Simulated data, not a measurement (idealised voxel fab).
The name of this process module is voxel self aligned vias.
cross-section cut | 245 nm wide | cells 5 nm
Each cross-section below is a grid of square cells, stated as bands in top-down order, with one or more rows of cells making up each band.
Read a band's entry like this: the first values are the height of its top and the height of its bottom in nm, and what follows is the sequence of materials from left to right, each with its width in nm. Note that "empty" is empty space, and that a single material marked "edge to edge" reaches across the band from edge to edge.
Heights are measured from 0, the level below which the as-received wafer is all one material; the lowest band has no bottom and continues downward, written as in "0 and below".
Think of "30 to 40" as a width that walks from the first number to the second as you go down the band, top row to bottom row, taking equal-sized steps from row to row.
For the purposes of this document, the phrase "no modification" attached to a step denotes that no cell within the cross-section was modified by that step.
Closed-off voids of 8+ cells (no open route to the top) go in "Closed void inventory", written width x height at distance from the left edge, in nm.
Note: text after step settings on the step line = simulator remark on that step.
A step line may carry the setting "overlay nm", which, for steps involving a mask, states the distance by which the mask lay to the right of its intended position; negative values denote displacement to the left.
### The following list gives the planned process steps
1) RECEIVE (material Si)
2) CONFORMAL_DEP (material SiO2; thk nm 10)
3) CONFORMAL_DEP (material SiCN; thk nm 5)
4) DIRECTIONAL_DEP (material lowk; thk nm 25)
5) PATTERN (tone open; mask id LINES; material resist; width nm 30; pitch nm 65; thk nm 15; overlay nm 0)
6) DIRECTIONAL_ETCH (etch materials lowk; depth nm 25)
7) STRIP (etch materials resist)
8) CONFORMAL_DEP (material TiN; thk nm 5)
9) FILL_DEP (material Ru; thk nm 10)
10) CMP (height nm 40)
11) SELECTIVE_ETCH (etch materials W Ru TiN; depth nm 10)
12) FILL_DEP (material SiN; thk nm 5)
13) CMP (height nm 40)
14) DIRECTIONAL_DEP (material lowk; thk nm 15)
15) MASKED_ETCH (tone open; mask id VIAS; width nm 30; pitch nm 65; etch materials lowk; depth nm 15; overlay nm 0)
16) MASKED_ETCH (tone open; mask id VIAS; width nm 40; pitch nm 65; etch materials SiN; depth nm 10; overlay nm 0)
17) CONFORMAL_DEP (material TiN; thk nm 5)
18) FILL_DEP (material Ru; thk nm 10)
19) CMP (height nm 55)
20) CONFORMAL_DEP (material SiN; thk nm 5)
Be aware that, although all wafers share a common starting state, the width nm at step 15 differs among them, and the plan displays the first wafer's value.
### Cross-section of the first incoming wafer of several, state after step 1
- 0 and below | Si edge to edge
- Closed void inventory: none
### End of module, by wafer: material-by-material cell gain (+) or loss (-) since receipt, then closed voids
width nm 30 | +72 Ru | +49 SiCN | +49 SiN | +98 SiO2 | +72 TiN | +248 lowk | Closed void inventory: none
width nm 35 | +78 Ru | +49 SiCN | +49 SiN | +98 SiO2 | +75 TiN | +239 lowk | Closed void inventory: none
width nm 40 | +84 Ru | +49 SiCN | +49 SiN | +98 SiO2 | +78 TiN | +230 lowk | Closed void inventory: none
width nm 45 | +90 Ru | +49 SiCN | +49 SiN | +98 SiO2 | +81 TiN | +221 lowk | Closed void inventory: none
width nm 50 | +96 Ru | +49 SiCN | +49 SiN | +98 SiO2 | +84 TiN | +212 lowk | Closed void inventory: none
